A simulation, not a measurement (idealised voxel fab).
process module | voxel tone inversion
cross-section cut | 230 nm wide | cells 5 nm
A cross-section is a grid of square cells, given in bands from the top down. A band is one or more rows of cells.
Each band's line starts with the height of the band's top and of its bottom, in nm. Then come its materials from left to right, each with its width in nm. One material with "throughout" fills the band from edge to edge. "air" is empty space.
Height 0 is the level under which the wafer as received is all one material. The lowest band goes on downwards, as in "0 down".
A width such as "30 to 40" changes by the same amount from each row of cells to the next, from the band's top row to its bottom row.
"no change" after a step means that no cell of the cross-section changed.
closed voids: empty space of 8 cells or more with no open way to the top, each as width x height at its distance from the left edge, in nm
after a step's settings: what the simulator itself notes on the step
overlay nm, on a step with a mask: how far to the right of its planned place the mask lay; to the left if negative
plan
1 op RECEIVE | material Si
2 op CONFORMAL_DEP | material SiN | thk nm 5
3 op DIRECTIONAL_DEP | material aC | thk nm 20
4 op PATTERN | tone cover | mask id POSTS | material resist | width nm 25 | pitch nm 45 | thk nm 30 | overlay nm 0
5 op DIRECTIONAL_ETCH | etch materials aC | depth nm 20
6 op STRIP | etch materials resist
7 op FILL_DEP | material SiO2 | thk nm 5
8 op CMP | height nm 25
9 op STRIP | etch materials aC
first wafer, as planned
as received, after step 1
  0 down: Si throughout
  closed voids: none
after step 2
  5 to 0: SiN throughout
  below 0: unchanged
after step 3
  25 to 5: aC throughout
  below 5: unchanged
after step 4
  55 to 25: air 80 | resist 25 | air 20 | resist 25 | air 80
  below 25: unchanged
after step 5
  35 to 25: air 80 | resist 25 | air 20 | resist 25 | air 80
  25 to 5: air 80 | aC 25 | air 20 | aC 25 | air 80
  below 5: unchanged
after step 6
  25 to 5: air 80 | aC 25 | air 20 | aC 25 | air 80
  below 5: unchanged
after step 7
  30 to 25: SiO2 throughout
  25 to 5: SiO2 80 | aC 25 | SiO2 20 | aC 25 | SiO2 80
  below 5: unchanged
after step 8
  25 to 5: SiO2 80 | aC 25 | SiO2 20 | aC 25 | SiO2 80
  below 5: unchanged
after step 9
  25 to 5: SiO2 80 | air 25 | SiO2 20 | air 25 | SiO2 80
  below 5: unchanged
second wafer: like start, like plan, one mistake. Through step 2 it matches the first wafer
when step 3 should have ended
  25 to 0: SiN throughout
  below 0: unchanged
when step 4 should have ended
  55 to 25: air 80 | resist 25 | air 20 | resist 25 | air 80
  below 25: unchanged
when step 5 should have ended
  35 to 25: air 80 | resist 25 | air 20 | resist 25 | air 80
  below 25: unchanged
when step 6 should have ended
  25 to 0: SiN throughout
  below 0: unchanged
when step 7 should have ended
  30 to 25: SiO2 throughout
  below 25: unchanged
when step 8 should have ended
  25 to 0: SiN throughout
  below 0: unchanged
when step 9 should have ended: no change
what went wrong: step 3 ran as: op DIRECTIONAL_DEP | material SiN | thk nm 20
at the end the second wafer has, in cells: 184 more of SiN | 144 fewer of SiO2
